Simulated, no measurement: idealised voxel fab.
The process module presented herein is designated voxel fin reveal.
For reference, the cross-section in this document is cut, with width 215 nm and square cells of 5 nm.
A cross-section is a grid of square cells, given in bands from the top down. A band is one or more rows of cells.
What a band's entry tells you: where the top is and where the bottom is, as heights in nm, and after that what lies inside, material by material from left to right, each with its width in nm. Empty space is written as the word "blank", and a single material marked with the word "everywhere" occupies the band from edge to edge.
Basically, 0 is our baseline, since under it the wafer straight out of the box is all one material. The bottom band has no lower end and keeps on going down, so it looks like "from 0 down".
Top row gets the first number, bottom row gets the second, and each row in between changes by the same step: that is how a band width like "30->40" works.
"no modification" -> step changed no cross-section cell.
In "Unvented cavities" the enclosed voids are listed, meaning empty spaces of 8 cells or larger without any opening to the top. The form is width x height at distance, distance from the left edge, units nm.
Where a step's line continues beyond its settings, the continuation is a remark by the simulator itself on that step.
overlay nm: on a step with a mask, how far right of its planned place the mask lay; negative means left.
### Here's what the planned process steps look like
1,RECEIVE [material Si]
2,CONFORMAL_DEP [material SiN] [thk nm 5]
3,MASKED_ETCH [tone cover] [mask id FINS] [width nm 15] [pitch nm 40] [etch materials SiN] [depth nm 5] [overlay nm 0]
4,MASKED_ETCH [tone cover] [mask id FINS] [width nm 15] [pitch nm 40] [etch materials Si] [depth nm 30] [overlay nm 0]
5,OXIDIZE [depth nm 5]
6,FILL_DEP [material SiO2] [thk nm 10]
7,CMP [height nm 5]
8,SELECTIVE_ETCH [etch materials SiO2] [depth nm 25]
9,STRIP [etch materials SiN]
### The first of a set of two wafers, run to plan
### Delivered wafer in cross-section: state after step 1
  from 0 down | Si everywhere
  Unvented cavities: none
### You're looking at a cross-section of the wafer after step 2
  from 5 to 0 | SiN everywhere
  At heights below 0, the structure remains unaltered.
### You're looking at a cross-section of the wafer after step 3
  from 5 to 0 | 60 blank; 15 SiN; 25 blank; 15 SiN; 25 blank; 15 SiN; 60 blank
  At heights below 0, the structure remains unaltered.
### You're looking at a cross-section of the wafer after step 4
  from 5 to 0 | 60 blank; 15 SiN; 25 blank; 15 SiN; 25 blank; 15 SiN; 60 blank
  from 0 to -30 | 60 blank; 15 Si; 25 blank; 15 Si; 25 blank; 15 Si; 60 blank
  At heights below -30, the structure remains unaltered.
### You're looking at a cross-section of the wafer after step 5
  from 5 to 0 | 60 blank; 15 SiN; 25 blank; 15 SiN; 25 blank; 15 SiN; 60 blank
  from 0 to -30 | 60 blank; 5 SiO2; 5 Si; 5 SiO2; 25 blank; 5 SiO2; 5 Si; 5 SiO2; 25 blank; 5 SiO2; 5 Si; 5 SiO2; 60 blank
  from -30 to -35 | 65 SiO2; 5 Si; 35 SiO2; 5 Si; 35 SiO2; 5 Si; 65 SiO2
  At heights below -35, the structure remains unaltered.
### You're looking at a cross-section of the wafer after step 6
  from 15 to 5 | SiO2 everywhere
  from 5 to 0 | 60 SiO2; 15 SiN; 25 SiO2; 15 SiN; 25 SiO2; 15 SiN; 60 SiO2
  from 0 to -35 | 65 SiO2; 5 Si; 35 SiO2; 5 Si; 35 SiO2; 5 Si; 65 SiO2
  At heights below -35, the structure remains unaltered.
### You're looking at a cross-section of the wafer after step 7
  from 5 to 0 | 60 SiO2; 15 SiN; 25 SiO2; 15 SiN; 25 SiO2; 15 SiN; 60 SiO2
  At heights below 0, the structure remains unaltered.
### You're looking at a cross-section of the wafer after step 8
  from 5 to 0 | 60 blank; 15 SiN; 25 blank; 15 SiN; 25 blank; 15 SiN; 60 blank
  from 0 to -20 | 65 blank; 5 Si; 35 blank; 5 Si; 35 blank; 5 Si; 65 blank
  At heights below -20, the structure remains unaltered.
### You're looking at a cross-section of the wafer after step 9
  from 0 to -20 | 65 blank; 5 Si; 35 blank; 5 Si; 35 blank; 5 Si; 65 blank
  At heights below -20, the structure remains unaltered.
### The remaining wafer, second of the two, started like the first and was run to the same plan, except that one mistake was made along the way; the two coincide through step 5, inclusive
### At the planned end of step 6, the second wafer in cross-section
  from 15 to 0 | SiN everywhere
  from 0 to -30 | 60 SiN; 5 SiO2; 5 Si; 5 SiO2; 25 SiN; 5 SiO2; 5 Si; 5 SiO2; 25 SiN; 5 SiO2; 5 Si; 5 SiO2; 60 SiN
  At heights below -30, the structure remains unaltered.
### At the planned end of step 7, the second wafer in cross-section
  from 5 to 0 | SiN everywhere
  At heights below 0, the structure remains unaltered.
At the planned end of step 8, the second wafer in cross-section: no modification
### At the planned end of step 9, the second wafer in cross-section
  from 0 to -30 | 60 blank; 5 SiO2; 5 Si; 5 SiO2; 25 blank; 5 SiO2; 5 Si; 5 SiO2; 25 blank; 5 SiO2; 5 Si; 5 SiO2; 60 blank
  At heights below -30, the structure remains unaltered.
Against the plan, the run slipped here: not per plan at step 6, really ran FILL_DEP [material SiN] [thk nm 10]
The closing comparison, in cells, has the second wafer with more or fewer of some materials than the first: SiO2: 44 fewer
